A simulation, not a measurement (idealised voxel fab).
process module | voxel gate over fins
cross-section cut | 280 nm wide | cells 5 nm
A cross-section is a grid of square cells, given in bands from the top down. A band is one or more rows of cells.
Each band's line starts with the height of the band's top and of its bottom, in nm. Then come its materials from left to right, each with its width in nm. One material with "throughout" fills the band from edge to edge. "air" is empty space.
Height 0 is the level under which the wafer as received is all one material. The lowest band goes on downwards, as in "0 down".
A width such as "30 to 40" changes by the same amount from each row of cells to the next, from the band's top row to its bottom row.
"no change" after a step means that no cell of the cross-section changed.
closed voids: empty space of 8 cells or more with no open way to the top, each as width x height at its distance from the left edge, in nm
after a step's settings: what the simulator itself notes on the step
overlay nm, on a step with a mask: how far to the right of its planned place the mask lay; to the left if negative
plan
1 op RECEIVE | material Si
2 op CONFORMAL_DEP | material SiN | thk nm 10
3 op DIRECTIONAL_DEP | material aC | thk nm 15
4 op PATTERN | tone cover | mask id FINS | material resist | width nm 15 | pitch nm 50 | thk nm 30 | overlay nm 0
5 op DIRECTIONAL_ETCH | etch materials aC | depth nm 15
6 op STRIP | etch materials resist
7 op DIRECTIONAL_ETCH | etch materials SiN | depth nm 10
8 op DIRECTIONAL_ETCH | etch materials Si | depth nm 30
9 op STRIP | etch materials aC
10 op OXIDIZE | depth nm 5
11 op FILL_DEP | material SiO2 | thk nm 15
12 op CMP | height nm 10
13 op MASKED_ETCH | tone open | mask id RAIL | width nm 15 | etch materials SiO2 | depth nm 35 | overlay nm 0
14 op CONFORMAL_DEP | material TiN | thk nm 5
15 op FILL_DEP | material W | thk nm 5
16 op CMP | height nm 10
17 op SELECTIVE_ETCH | etch materials W Ru TiN | depth nm 25
18 op FILL_DEP | material SiO2 | thk nm 5
19 op CMP | height nm 10
20 op SELECTIVE_ETCH | etch materials SiO2 | depth nm 20
21 op STRIP | etch materials SiN
22 op CONFORMAL_DEP | material HfO2 | thk nm 5
23 op CONFORMAL_DEP | material TiN | thk nm 5
24 op FILL_DEP | material W | thk nm 15
25 op CMP | height nm 20
26 op CONFORMAL_DEP | material SiN | thk nm 5
as received, after step 1
  0 down: Si throughout
  closed voids: none
a wafer at the end: this start, this plan, one mistake
  25 to 20: SiN throughout
  20 to 10: W throughout
  10 to 5: W 50 | TiN 25 | W 25 | TiN 25 | W 25 | TiN 25 | W 25 | TiN 25 | W 55
  5 to 0: W 50 | TiN 5 | HfO2 15 | TiN 5 | W 25 | TiN 5 | HfO2 15 | TiN 5 | W 25 | TiN 5 | HfO2 15 | TiN 5 | W 25 | TiN 5 | HfO2 15 | TiN 5 | W 55
  0 to -5: TiN 55 | HfO2 5 | Si 5 | HfO2 5 | TiN 35 | HfO2 5 | Si 5 | HfO2 5 | TiN 35 | HfO2 5 | Si 5 | HfO2 5 | TiN 35 | HfO2 5 | Si 5 | HfO2 5 | TiN 60
  -5 to -10: HfO2 60 | Si 5 | HfO2 45 | Si 5 | HfO2 45 | Si 5 | HfO2 45 | Si 5 | HfO2 65
  -10 to -15: SiO2 60 | Si 5 | SiO2 45 | Si 5 | SiO2 45 | Si 5 | SiO2 45 | Si 5 | SiO2 65
  -15 to -20: SiO2 60 | Si 5 | SiO2 10 | TiN 5 | W 15 | TiN 5 | SiO2 10 | Si 5 | SiO2 45 | Si 5 | SiO2 45 | Si 5 | SiO2 65
  -20 to -25: SiO2 60 | Si 5 | SiO2 10 | TiN 25 | SiO2 10 | Si 5 | SiO2 45 | Si 5 | SiO2 45 | Si 5 | SiO2 65
  -25 to -35: SiO2 60 | Si 5 | SiO2 45 | Si 5 | SiO2 45 | Si 5 | SiO2 45 | Si 5 | SiO2 65
  -35 down: Si throughout
  closed voids: none
what went wrong: step 13 ran as: op MASKED_ETCH | tone open | mask id RAIL | width nm 25 | etch materials SiO2 | depth nm 35 | overlay nm 0
